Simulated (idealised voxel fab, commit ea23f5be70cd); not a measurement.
process module | voxel wiring stack
cross-section cut | 195 nm wide | cells 5 nm
A cross-section is a grid of square cells, given in bands from the top down. A band is one or more rows of cells.
Each band's line starts with the height of the band's top and of its bottom, in nm. Then come its materials from left to right, each with its width in nm. One material with "throughout" fills the band from edge to edge. "air" is empty space.
Height 0 is the level under which the wafer as received is all one material. The lowest band goes on downwards, as in "0 down".
A width such as "30 to 40" changes by the same amount from each row of cells to the next, from the band's top row to its bottom row.
"no change" after a step means that no cell of the cross-section changed.
closed voids: empty space of 8 cells or more with no open way to the top, each as width x height at its distance from the left edge, in nm
after a step's settings: what the simulator itself notes on the step
overlay nm, on a step with a mask: how far to the right of its planned place the mask lay; to the left if negative
plan
1 op RECEIVE | material Si
2 op CONFORMAL_DEP | material SiO2 | thk nm 15
3 op DIRECTIONAL_DEP | material TiN | thk nm 5
4 op DIRECTIONAL_DEP | material Ru | thk nm 20
5 op PATTERN | tone cover | mask id METAL_1 | material resist | width nm 20 | pitch nm 45 | thk nm 20 | overlay nm 0
6 op DIRECTIONAL_ETCH | etch materials Ru | depth nm 20
7 op DIRECTIONAL_ETCH | etch materials TiN | depth nm 5
8 op STRIP | etch materials resist
9 op FILL_DEP | material lowk | thk nm 10
10 op CMP | height nm 40
11 op CONFORMAL_DEP | material SiCN | thk nm 5
12 op DIRECTIONAL_DEP | material lowk | thk nm 15
13 op DIRECTIONAL_DEP | material aC | thk nm 15
14 op PATTERN | tone open | mask id PLUG_1 | material resist | width nm 15 | pitch nm 45 | thk nm 35 | overlay nm 0
15 op DIRECTIONAL_ETCH | etch materials aC | depth nm 15
16 op STRIP | etch materials resist
17 op DIRECTIONAL_ETCH | etch materials lowk | depth nm 15
18 op DIRECTIONAL_ETCH | etch materials SiCN | depth nm 5
19 op STRIP | etch materials aC
20 op EPI | material Ru | thk nm 10
21 op EPI | material Ru | thk nm 10
22 op CONFORMAL_DEP | material SiN | thk nm 5
23 op DIRECTIONAL_DEP | material SiO2 | thk nm 15
24 op DIRECTIONAL_DEP | material aC | thk nm 10
25 op PATTERN | tone open | mask id METAL_2 | material resist | width nm 20 | pitch nm 45 | thk nm 30 | overlay nm 0
26 op DIRECTIONAL_ETCH | etch materials aC | depth nm 10
27 op STRIP | etch materials resist
28 op DIRECTIONAL_ETCH | etch materials SiO2 | depth nm 15
29 op DIRECTIONAL_ETCH | etch materials SiN | depth nm 5
30 op STRIP | etch materials aC
31 op CONFORMAL_DEP | material TiN | thk nm 5
32 op FILL_DEP | material Cu | thk nm 10
33 op CMP | height nm 80
34 op CONFORMAL_DEP | material SiCN | thk nm 5
35 op DIRECTIONAL_DEP | material lowk | thk nm 30
36 op DIRECTIONAL_DEP | material aC | thk nm 15
37 op PATTERN | tone open | mask id METAL_3 | material resist | width nm 20 | pitch nm 45 | thk nm 35 | overlay nm 0
38 op DIRECTIONAL_ETCH | etch materials aC | depth nm 15
39 op STRIP | etch materials resist
40 op DIRECTIONAL_ETCH | etch materials lowk | depth nm 15
41 op STRIP | etch materials aC
42 op MASKED_ETCH | tone open | mask id METAL_3_HOLES | width nm 15 | pitch nm 45 | etch materials lowk | depth nm 15 | overlay nm 0
43 op MASKED_ETCH | tone open | mask id METAL_3_HOLES | width nm 15 | pitch nm 45 | etch materials SiCN | depth nm 5 | overlay nm 0
44 op CONFORMAL_DEP | material TiN | thk nm 5
45 op FILL_DEP | material Cu | thk nm 5
46 op CMP | height nm 115
47 op CONFORMAL_DEP | material SiCN | thk nm 5
48 op DIRECTIONAL_DEP | material lowk | thk nm 10
49 op MASKED_ETCH | tone open | mask id PLUG_3 | width nm 15 | pitch nm 45 | etch materials lowk | depth nm 10 | overlay nm 0
50 op MASKED_ETCH | tone open | mask id PLUG_3 | width nm 15 | pitch nm 45 | etch materials SiCN | depth nm 5 | overlay nm 0
51 op CONFORMAL_DEP | material TiN | thk nm 5
52 op FILL_DEP | material Cu | thk nm 5
53 op CMP | height nm 130
54 op CONFORMAL_DEP | material SiCN | thk nm 5
55 op DIRECTIONAL_DEP | material SiO2 | thk nm 25
56 op DIRECTIONAL_DEP | material aC | thk nm 10
57 op PATTERN | tone open | mask id METAL_4 | material resist | width nm 20 | pitch nm 45 | thk nm 25 | overlay nm 0
58 op DIRECTIONAL_ETCH | etch materials aC | depth nm 10
59 op STRIP | etch materials resist
60 op DIRECTIONAL_ETCH | etch materials SiO2 | depth nm 25
61 op DIRECTIONAL_ETCH | etch materials SiCN | depth nm 5
62 op STRIP | etch materials aC
63 op CONFORMAL_DEP | material TiN | thk nm 5
64 op FILL_DEP | material Cu | thk nm 5
65 op CMP | height nm 160
66 op CONFORMAL_DEP | material SiCN | thk nm 5
as received, after step 1
  0 down: Si throughout
  closed voids: none
first wafer at the end, as planned
  165 to 160: SiCN throughout
  160 to 135: SiO2 40 | TiN 5 | Cu 10 | TiN 5 | SiO2 25 | TiN 5 | Cu 10 | TiN 5 | SiO2 25 | TiN 5 | Cu 10 | TiN 5 | SiO2 45
  135 to 130: SiCN 40 | TiN 20 | SiCN 25 | TiN 20 | SiCN 25 | TiN 20 | SiCN 45
  130 to 120: lowk 40 | TiN 5 | Cu 5 | TiN 5 | lowk 30 | TiN 5 | Cu 5 | TiN 5 | lowk 30 | TiN 5 | Cu 5 | TiN 5 | lowk 50
  120 to 115: SiCN 40 | TiN 15 | SiCN 30 | TiN 15 | SiCN 30 | TiN 15 | SiCN 50
  115 to 105: lowk 40 | TiN 5 | Cu 10 | TiN 5 | lowk 25 | TiN 5 | Cu 10 | TiN 5 | lowk 25 | TiN 5 | Cu 10 | TiN 5 | lowk 45
  105 to 100: lowk 40 | TiN 5 | Cu 5 | TiN 10 | lowk 25 | TiN 5 | Cu 5 | TiN 10 | lowk 25 | TiN 5 | Cu 5 | TiN 10 | lowk 45
  100 to 85: lowk 40 | TiN 5 | Cu 5 | TiN 5 | lowk 30 | TiN 5 | Cu 5 | TiN 5 | lowk 30 | TiN 5 | Cu 5 | TiN 5 | lowk 50
  85 to 80: SiCN 40 | TiN 15 | SiCN 30 | TiN 15 | SiCN 30 | TiN 15 | SiCN 50
  80 to 65: SiO2 40 | TiN 5 | Cu 10 | TiN 5 | SiO2 25 | TiN 5 | Cu 10 | TiN 5 | SiO2 25 | TiN 5 | Cu 10 | TiN 5 | SiO2 45
  65 to 60: SiN 40 | TiN 20 | SiN 25 | TiN 20 | SiN 25 | TiN 20 | SiN 45
  60 to 45: lowk 40 | Ru 15 | lowk 30 | Ru 15 | lowk 30 | Ru 15 | lowk 50
  45 to 40: SiCN 40 | Ru 15 | SiCN 30 | Ru 15 | SiCN 30 | Ru 15 | SiCN 50
  40 to 20: lowk 40 | Ru 20 | lowk 25 | Ru 20 | lowk 25 | Ru 20 | lowk 45
  20 to 15: lowk 40 | TiN 20 | lowk 25 | TiN 20 | lowk 25 | TiN 20 | lowk 45
  15 to 0: SiO2 throughout
  0 down: Si throughout
  closed voids: none
second wafer at the end: like start, like plan, one mistake
  165 to 160: SiCN throughout
  160 to 135: SiO2 40 | TiN 5 | Cu 10 | TiN 5 | SiO2 25 | TiN 5 | Cu 10 | TiN 5 | SiO2 25 | TiN 5 | Cu 10 | TiN 5 | SiO2 45
  135 to 130: SiCN 40 | TiN 20 | SiCN 25 | TiN 20 | SiCN 25 | TiN 20 | SiCN 45
  130 to 120: lowk 40 | TiN 5 | Cu 5 | TiN 5 | lowk 30 | TiN 5 | Cu 5 | TiN 5 | lowk 30 | TiN 5 | Cu 5 | TiN 5 | lowk 50
  120 to 115: SiCN 40 | TiN 15 | SiCN 30 | TiN 15 | SiCN 30 | TiN 15 | SiCN 50
  115 to 105: lowk 40 | TiN 5 | Cu 10 | TiN 5 | lowk 25 | TiN 5 | Cu 10 | TiN 5 | lowk 25 | TiN 5 | Cu 10 | TiN 5 | lowk 45
  105 to 100: lowk 40 | TiN 5 | Cu 5 | TiN 10 | lowk 25 | TiN 5 | Cu 5 | TiN 10 | lowk 25 | TiN 5 | Cu 5 | TiN 10 | lowk 45
  100 to 85: lowk 40 | TiN 5 | Cu 5 | TiN 5 | lowk 30 | TiN 5 | Cu 5 | TiN 5 | lowk 30 | TiN 5 | Cu 5 | TiN 5 | lowk 50
  85 to 80: SiCN 40 | TiN 15 | SiCN 30 | TiN 15 | SiCN 30 | TiN 15 | SiCN 50
  80 to 75: Ru throughout
  75 to 60: Cu throughout
  60 to 45: lowk throughout
  45 to 40: SiCN throughout
  40 to 20: lowk 40 | Ru 20 | lowk 25 | Ru 20 | lowk 25 | Ru 20 | lowk 45
  20 to 15: lowk 40 | TiN 20 | lowk 25 | TiN 20 | lowk 25 | TiN 20 | lowk 45
  15 to 0: SiO2 throughout
  0 down: Si throughout
  closed voids: none
what went wrong: step 13 ran as: op DIRECTIONAL_DEP | material Cu | thk nm 15
at the end the second wafer has, in cells: 99 more of Cu | 3 more of Ru | 9 more of SiCN | 27 fewer of SiN | 81 fewer of SiO2 | 30 fewer of TiN | 27 more of lowk
